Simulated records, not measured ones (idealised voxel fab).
Module name: voxel lift off (process module)
Displayed cross-section: cut, width of 250 nm, square cells sized 5 nm.
Cross-section layout: square cells on a grid; listed as bands, top to bottom; a band spans one or more cell rows. Per band: top height and bottom height in nm, followed by the left-to-right materials and their widths in nm; "edge to edge" marks a single material spanning edge to edge, "air" marks empty space. Heights are reckoned from 0. Under this level, the received wafer is all of one material. The bottommost band is open-ended downward, for example "0 nm and below". A width such as "30 to 40" changes by the same amount from each row of cells to the next, from the band's top row to its bottom row. What does "nothing was modified" mean for a step? It means no cell of the cross-section changed in that step. "Trapped cavities" contains a list of empty spaces, each no smaller than 8 cells and without an open way to the top, written in the form width x height at distance with the distance from the left edge and all three in nm. If you see something after the settings on a step's line, that's the simulator's own remark about that step. When a step includes a mask, the "overlay nm" setting on its line states how far to the right of its planned place that mask lay, and negative values state how far to the left.
# Below is the list of planned process steps
- 1: RECEIVE,material Si
- 2: CONFORMAL_DEP,material SiO2,thk nm 10
- 3: PATTERN,tone open,mask id LINES,material resist,width nm 15,pitch nm 40,thk nm 25,overlay nm 0
- 4: DIRECTIONAL_DEP,material Ru,thk nm 15
- 5: STRIP,etch materials resist
- 6: CONFORMAL_DEP,material SiO2,thk nm 5
For clarity, it should be stated that the wafers under discussion commence in an identical condition and differ with respect to the thk nm of step 6, the plan indicating the value that the first wafer had.
# First wafer of several, as received: cross-section after step 1
	0 nm and below | Si edge to edge
	Trapped cavities: none
# End-of-module cross-section, first of several wafers, after last step 6
	30 nm to 25 nm | air 50, SiO2 25, air 15, SiO2 25, air 15, SiO2 25, air 15, SiO2 25, air 55
	25 nm to 15 nm | air 50, SiO2 5, Ru 15, SiO2 5, air 15, SiO2 5, Ru 15, SiO2 5, air 15, SiO2 5, Ru 15, SiO2 5, air 15, SiO2 5, Ru 15, SiO2 5, air 55
	15 nm to 10 nm | SiO2 55, Ru 15, SiO2 25, Ru 15, SiO2 25, Ru 15, SiO2 25, Ru 15, SiO2 60
	10 nm to 0 nm | SiO2 edge to edge
	0 nm and below | Si edge to edge
	Trapped cavities: none
# A cross-section through the last wafer at the close of the module
	45 nm to 30 nm | air 35, SiO2 175, air 40
	30 nm to 25 nm | SiO2 edge to edge
	25 nm to 10 nm | SiO2 55, Ru 15, SiO2 25, Ru 15, SiO2 25, Ru 15, SiO2 25, Ru 15, SiO2 60
	10 nm to 0 nm | SiO2 edge to edge
	0 nm and below | Si edge to edge
	Trapped cavities: none
# Wafer rows, end of module: cells per material gained (+) or lost (-) since receipt; closed voids last
thk nm 5 | +36 Ru | +174 SiO2 | Trapped cavities: none
thk nm 10 | +36 Ru | +248 SiO2 | Trapped cavities: none
thk nm 15 | +36 Ru | +313 SiO2 | Trapped cavities: none
thk nm 20 | +36 Ru | +369 SiO2 | Trapped cavities: none
